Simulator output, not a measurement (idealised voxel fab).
process module | voxel capacitor over wiring
cross-section cut | 250 nm wide | cells 5 nm
A cross-section is a grid of square cells, given in bands from the top down. A band is one or more rows of cells.
Each band's line starts with the height of the band's top and of its bottom, in nm. Then come its materials from left to right, each with its width in nm. One material with "throughout" fills the band from edge to edge. "air" is empty space.
Height 0 is the level under which the wafer as received is all one material. The lowest band goes on downwards, as in "0 down".
A width such as "30 to 40" changes by the same amount from each row of cells to the next, from the band's top row to its bottom row.
"no change" after a step means that no cell of the cross-section changed.
closed voids: empty space of 8 cells or more with no open way to the top, each as width x height at its distance from the left edge, in nm
after a step's settings: what the simulator itself notes on the step
overlay nm, on a step with a mask: how far to the right of its planned place the mask lay; to the left if negative
plan
1 op RECEIVE | material Si
2 op CONFORMAL_DEP | material SiO2 | thk nm 15
3 op DIRECTIONAL_DEP | material TiN | thk nm 5
4 op DIRECTIONAL_DEP | material W | thk nm 15
5 op MASKED_ETCH | tone cover | mask id METAL_1 | width nm 25 | pitch nm 75 | etch materials W | depth nm 15 | overlay nm 0
6 op MASKED_ETCH | tone cover | mask id METAL_1 | width nm 25 | pitch nm 75 | etch materials TiN | depth nm 5 | overlay nm 0
7 op FILL_DEP | material lowk | thk nm 10
8 op CMP | height nm 35
9 op CONFORMAL_DEP | material SiCN | thk nm 5
10 op DIRECTIONAL_DEP | material SiO2 | thk nm 15
11 op DIRECTIONAL_DEP | material aC | thk nm 15
12 op PATTERN | tone open | mask id PLUG_1 | material resist | width nm 15 | thk nm 30 | overlay nm 0
13 op DIRECTIONAL_ETCH | etch materials aC | depth nm 15
14 op STRIP | etch materials resist
15 op DIRECTIONAL_ETCH | etch materials SiO2 | depth nm 15
16 op DIRECTIONAL_ETCH | etch materials SiCN | depth nm 5
17 op STRIP | etch materials aC
18 op CONFORMAL_DEP | material TiN | thk nm 5
19 op FILL_DEP | material Cu | thk nm 10
20 op CMP | height nm 55
21 op DIRECTIONAL_DEP | material TiN | thk nm 5
22 op DIRECTIONAL_DEP | material Al2O3 | thk nm 5
23 op DIRECTIONAL_DEP | material TiN | thk nm 10
24 op DIRECTIONAL_DEP | material aC | thk nm 10
25 op PATTERN | tone cover | mask id UPPER_PLATE | material resist | width nm 55 | thk nm 30 | overlay nm 0
26 op DIRECTIONAL_ETCH | etch materials aC | depth nm 10
27 op STRIP | etch materials resist
28 op DIRECTIONAL_ETCH | etch materials TiN | depth nm 10
29 op DIRECTIONAL_ETCH | etch materials Al2O3 | depth nm 5
30 op STRIP | etch materials aC
31 op DIRECTIONAL_DEP | material aC | thk nm 15
32 op PATTERN | tone cover | mask id LOWER_PLATE | material resist | width nm 65 | thk nm 30 | overlay nm 0
33 op DIRECTIONAL_ETCH | etch materials aC | depth nm 15
34 op STRIP | etch materials resist
35 op DIRECTIONAL_ETCH | etch materials TiN | depth nm 5
36 op STRIP | etch materials aC
37 op FILL_DEP | material SiO2 | thk nm 20
38 op CMP | height nm 90
39 op DIRECTIONAL_DEP | material aC | thk nm 10
40 op PATTERN | tone open | mask id PLUG_2 | material resist | width nm 15 | thk nm 30 | overlay nm 0
41 op DIRECTIONAL_ETCH | etch materials aC | depth nm 10
42 op STRIP | etch materials resist
43 op DIRECTIONAL_ETCH | etch materials SiO2 | depth nm 15
44 op STRIP | etch materials aC
45 op CONFORMAL_DEP | material TiN | thk nm 5
46 op FILL_DEP | material W | thk nm 5
47 op CMP | height nm 90
48 op CONFORMAL_DEP | material SiCN | thk nm 5
first wafer, as planned
as received, after step 1
  0 down: Si throughout
  closed voids: none
after step 2
  15 to 0: SiO2 throughout
  below 0: unchanged
after step 3
  20 to 15: TiN throughout
  below 15: unchanged
after step 4
  35 to 20: W throughout
  below 20: unchanged
after step 5
  35 to 20: air 75 | W 25 | air 50 | W 25 | air 75
  below 20: unchanged
after step 6
  35 to 20: air 75 | W 25 | air 50 | W 25 | air 75
  20 to 15: air 75 | TiN 25 | air 50 | TiN 25 | air 75
  below 15: unchanged
after step 7
  45 to 35: lowk throughout
  35 to 20: lowk 75 | W 25 | lowk 50 | W 25 | lowk 75
  20 to 15: lowk 75 | TiN 25 | lowk 50 | TiN 25 | lowk 75
  below 15: unchanged
after step 8
  35 to 20: lowk 75 | W 25 | lowk 50 | W 25 | lowk 75
  below 20: unchanged
after step 9
  40 to 35: SiCN throughout
  below 35: unchanged
after step 10
  55 to 40: SiO2 throughout
  below 40: unchanged
after step 11
  70 to 55: aC throughout
  below 55: unchanged
after step 12
  100 to 70: resist 85 | air 15 | resist 150
  below 70: unchanged
after step 13
  85 to 70: resist 85 | air 15 | resist 150
  70 to 55: aC 85 | air 15 | aC 150
  below 55: unchanged
after step 14
  70 to 55: aC 85 | air 15 | aC 150
  below 55: unchanged
after step 15
  70 to 55: aC 85 | air 15 | aC 150
  55 to 40: SiO2 85 | air 15 | SiO2 150
  below 40: unchanged
after step 16
  70 to 55: aC 85 | air 15 | aC 150
  55 to 40: SiO2 85 | air 15 | SiO2 150
  40 to 35: SiCN 85 | air 15 | SiCN 150
  below 35: unchanged
after step 17
  55 to 40: SiO2 85 | air 15 | SiO2 150
  below 40: unchanged
after step 18
  60 to 55: TiN 90 | air 5 | TiN 155
  55 to 40: SiO2 85 | TiN 5 | air 5 | TiN 5 | SiO2 150
  40 to 35: SiCN 85 | TiN 15 | SiCN 150
  below 35: unchanged
after step 19
  70 to 60: Cu throughout
  60 to 55: TiN 90 | Cu 5 | TiN 155
  55 to 40: SiO2 85 | TiN 5 | Cu 5 | TiN 5 | SiO2 150
  below 40: unchanged
after step 20
  55 to 40: SiO2 85 | TiN 5 | Cu 5 | TiN 5 | SiO2 150
  below 40: unchanged
after step 21
  60 to 55: TiN throughout
  below 55: unchanged
after step 22
  65 to 60: Al2O3 throughout
  below 60: unchanged
after step 23
  75 to 65: TiN throughout
  below 65: unchanged
after step 24
  85 to 75: aC throughout
  below 75: unchanged
after step 25
  115 to 85: air 85 | resist 55 | air 110
  below 85: unchanged
after step 26
  105 to 85: air 85 | resist 55 | air 110
  85 to 75: air 85 | aC 55 | air 110
  below 75: unchanged
after step 27
  85 to 75: air 85 | aC 55 | air 110
  below 75: unchanged
after step 28
  85 to 75: air 85 | aC 55 | air 110
  75 to 65: air 85 | TiN 55 | air 110
  below 65: unchanged
after step 29
  85 to 75: air 85 | aC 55 | air 110
  75 to 65: air 85 | TiN 55 | air 110
  65 to 60: air 85 | Al2O3 55 | air 110
  below 60: unchanged
after step 30
  75 to 65: air 85 | TiN 55 | air 110
  below 65: unchanged
after step 31
  90 to 75: air 85 | aC 55 | air 110
  75 to 65: aC 85 | TiN 55 | aC 110
  65 to 60: aC 85 | Al2O3 55 | aC 110
  below 60: unchanged
after step 32
  120 to 90: air 80 | resist 65 | air 105
  90 to 75: air 80 | resist 5 | aC 55 | resist 5 | air 105
  below 75: unchanged
after step 33
  105 to 90: air 80 | resist 65 | air 105
  90 to 75: air 80 | resist 5 | aC 55 | resist 5 | air 105
  75 to 65: air 80 | aC 5 | TiN 55 | aC 5 | air 105
  65 to 60: air 80 | aC 5 | Al2O3 55 | aC 5 | air 105
  below 60: unchanged
after step 34
  90 to 75: air 85 | aC 55 | air 110
  below 75: unchanged
after step 35
  90 to 75: air 85 | aC 55 | air 110
  75 to 65: air 80 | aC 5 | TiN 55 | aC 5 | air 105
  65 to 60: air 80 | aC 5 | Al2O3 55 | aC 5 | air 105
  60 to 55: air 80 | TiN 65 | air 105
  below 55: unchanged
after step 36
  75 to 65: air 85 | TiN 55 | air 110
  65 to 60: air 85 | Al2O3 55 | air 110
  below 60: unchanged
after step 37
  95 to 75: SiO2 throughout
  75 to 65: SiO2 85 | TiN 55 | SiO2 110
  65 to 60: SiO2 85 | Al2O3 55 | SiO2 110
  60 to 55: SiO2 80 | TiN 65 | SiO2 105
  below 55: unchanged
after step 38
  90 to 75: SiO2 throughout
  below 75: unchanged
after step 39
  100 to 90: aC throughout
  below 90: unchanged
after step 40
  130 to 100: resist 95 | air 15 | resist 140
  below 100: unchanged
after step 41
  120 to 100: resist 95 | air 15 | resist 140
  100 to 90: aC 95 | air 15 | aC 140
  below 90: unchanged
after step 42
  100 to 90: aC 95 | air 15 | aC 140
  below 90: unchanged
after step 43
  100 to 90: aC 95 | air 15 | aC 140
  90 to 75: SiO2 95 | air 15 | SiO2 140
  below 75: unchanged
after step 44
  90 to 75: SiO2 95 | air 15 | SiO2 140
  below 75: unchanged
after step 45
  95 to 90: TiN 100 | air 5 | TiN 145
  90 to 80: SiO2 95 | TiN 5 | air 5 | TiN 5 | SiO2 140
  80 to 75: SiO2 95 | TiN 15 | SiO2 140
  below 75: unchanged
after step 46
  100 to 95: W throughout
  95 to 90: TiN 100 | W 5 | TiN 145
  90 to 80: SiO2 95 | TiN 5 | W 5 | TiN 5 | SiO2 140
  below 80: unchanged
after step 47
  90 to 80: SiO2 95 | TiN 5 | W 5 | TiN 5 | SiO2 140
  below 80: unchanged
after step 48
  95 to 90: SiCN throughout
  below 90: unchanged
second wafer: like start, like plan, one mistake. Through step 44 it matches the first wafer
when step 45 should have ended
  95 to 90: Al2O3 100 | air 5 | Al2O3 145
  90 to 80: SiO2 95 | Al2O3 5 | air 5 | Al2O3 5 | SiO2 140
  80 to 75: SiO2 95 | Al2O3 15 | SiO2 140
  below 75: unchanged
when step 46 should have ended
  100 to 95: W throughout
  95 to 90: Al2O3 100 | W 5 | Al2O3 145
  90 to 80: SiO2 95 | Al2O3 5 | W 5 | Al2O3 5 | SiO2 140
  below 80: unchanged
when step 47 should have ended
  90 to 80: SiO2 95 | Al2O3 5 | W 5 | Al2O3 5 | SiO2 140
  below 80: unchanged
when step 48 should have ended
  95 to 90: SiCN throughout
  below 90: unchanged
what went wrong: step 45 ran as: op CONFORMAL_DEP | material Al2O3 | thk nm 5
at the end the second wafer has, in cells: 7 more of Al2O3 | 7 fewer of TiN
